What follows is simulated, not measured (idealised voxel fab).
process module | voxel plated lines
cross-section cut | 225 nm wide | cells 5 nm
A cross-section is a grid of square cells, given in bands from the top down. A band is one or more rows of cells.
Each band's line starts with the height of the band's top and of its bottom, in nm. Then come its materials from left to right, each with its width in nm. One material with "throughout" fills the band from edge to edge. "air" is empty space.
Height 0 is the level under which the wafer as received is all one material. The lowest band goes on downwards, as in "0 down".
A width such as "30 to 40" changes by the same amount from each row of cells to the next, from the band's top row to its bottom row.
"no change" after a step means that no cell of the cross-section changed.
closed voids: empty space of 8 cells or more with no open way to the top, each as width x height at its distance from the left edge, in nm
after a step's settings: what the simulator itself notes on the step
overlay nm, on a step with a mask: how far to the right of its planned place the mask lay; to the left if negative
plan
1 op RECEIVE | material Si
2 op CONFORMAL_DEP | material Al2O3 | thk nm 5
3 op DIRECTIONAL_DEP | material TiN | thk nm 5
4 op PATTERN | tone open | mask id LINES | material resist | width nm 20 | pitch nm 35 | thk nm 40 | overlay nm 0
5 op EPI | material Ru | thk nm 5
6 op EPI | material Ru | thk nm 10
7 op EPI | material Ru | thk nm 5
8 op STRIP | etch materials resist
9 op DIRECTIONAL_ETCH | etch materials TiN | depth nm 5
10 op CONFORMAL_DEP | material SiN | thk nm 5
first wafer, as planned
as received, after step 1
  0 down: Si throughout
  closed voids: none
after step 2
  5 to 0: Al2O3 throughout
  below 0: unchanged
after step 3
  10 to 5: TiN throughout
  below 5: unchanged
after step 4
  50 to 10: resist 50 | air 20 | resist 15 | air 20 | resist 15 | air 20 | resist 15 | air 20 | resist 50
  below 10: unchanged
after step 5
  50 to 15: resist 50 | air 20 | resist 15 | air 20 | resist 15 | air 20 | resist 15 | air 20 | resist 50
  15 to 10: resist 50 | Ru 20 | resist 15 | Ru 20 | resist 15 | Ru 20 | resist 15 | Ru 20 | resist 50
  below 10: unchanged
after step 6
  50 to 25: resist 50 | air 20 | resist 15 | air 20 | resist 15 | air 20 | resist 15 | air 20 | resist 50
  25 to 10: resist 50 | Ru 20 | resist 15 | Ru 20 | resist 15 | Ru 20 | resist 15 | Ru 20 | resist 50
  below 10: unchanged
after step 7
  50 to 30: resist 50 | air 20 | resist 15 | air 20 | resist 15 | air 20 | resist 15 | air 20 | resist 50
  30 to 10: resist 50 | Ru 20 | resist 15 | Ru 20 | resist 15 | Ru 20 | resist 15 | Ru 20 | resist 50
  below 10: unchanged
after step 8
  30 to 10: air 50 | Ru 20 | air 15 | Ru 20 | air 15 | Ru 20 | air 15 | Ru 20 | air 50
  below 10: unchanged
after step 9
  30 to 10: air 50 | Ru 20 | air 15 | Ru 20 | air 15 | Ru 20 | air 15 | Ru 20 | air 50
  10 to 5: air 50 | TiN 20 | air 15 | TiN 20 | air 15 | TiN 20 | air 15 | TiN 20 | air 50
  below 5: unchanged
after step 10
  35 to 30: air 45 | SiN 30 | air 5 | SiN 30 | air 5 | SiN 30 | air 5 | SiN 30 | air 45
  30 to 10: air 45 | SiN 5 | Ru 20 | SiN 5 | air 5 | SiN 5 | Ru 20 | SiN 5 | air 5 | SiN 5 | Ru 20 | SiN 5 | air 5 | SiN 5 | Ru 20 | SiN 5 | air 45
  10 to 5: SiN 50 | TiN 20 | SiN 15 | TiN 20 | SiN 15 | TiN 20 | SiN 15 | TiN 20 | SiN 50
  below 5: unchanged
second wafer: like start, like plan, one mistake. Through step 9 it matches the first wafer
when step 10 should have ended
  45 to 30: air 35 | SiN 155 | air 35
  30 to 20: air 35 | SiN 15 | Ru 20 | SiN 15 | Ru 20 | SiN 15 | Ru 20 | SiN 15 | Ru 20 | SiN 15 | air 35
  20 to 10: SiN 50 | Ru 20 | SiN 15 | Ru 20 | SiN 15 | Ru 20 | SiN 15 | Ru 20 | SiN 50
  10 to 5: SiN 50 | TiN 20 | SiN 15 | TiN 20 | SiN 15 | TiN 20 | SiN 15 | TiN 20 | SiN 50
  below 5: unchanged
what went wrong: step 10 ran as: op CONFORMAL_DEP | material SiN | thk nm 15
at the end the second wafer has, in cells: 125 more of SiN
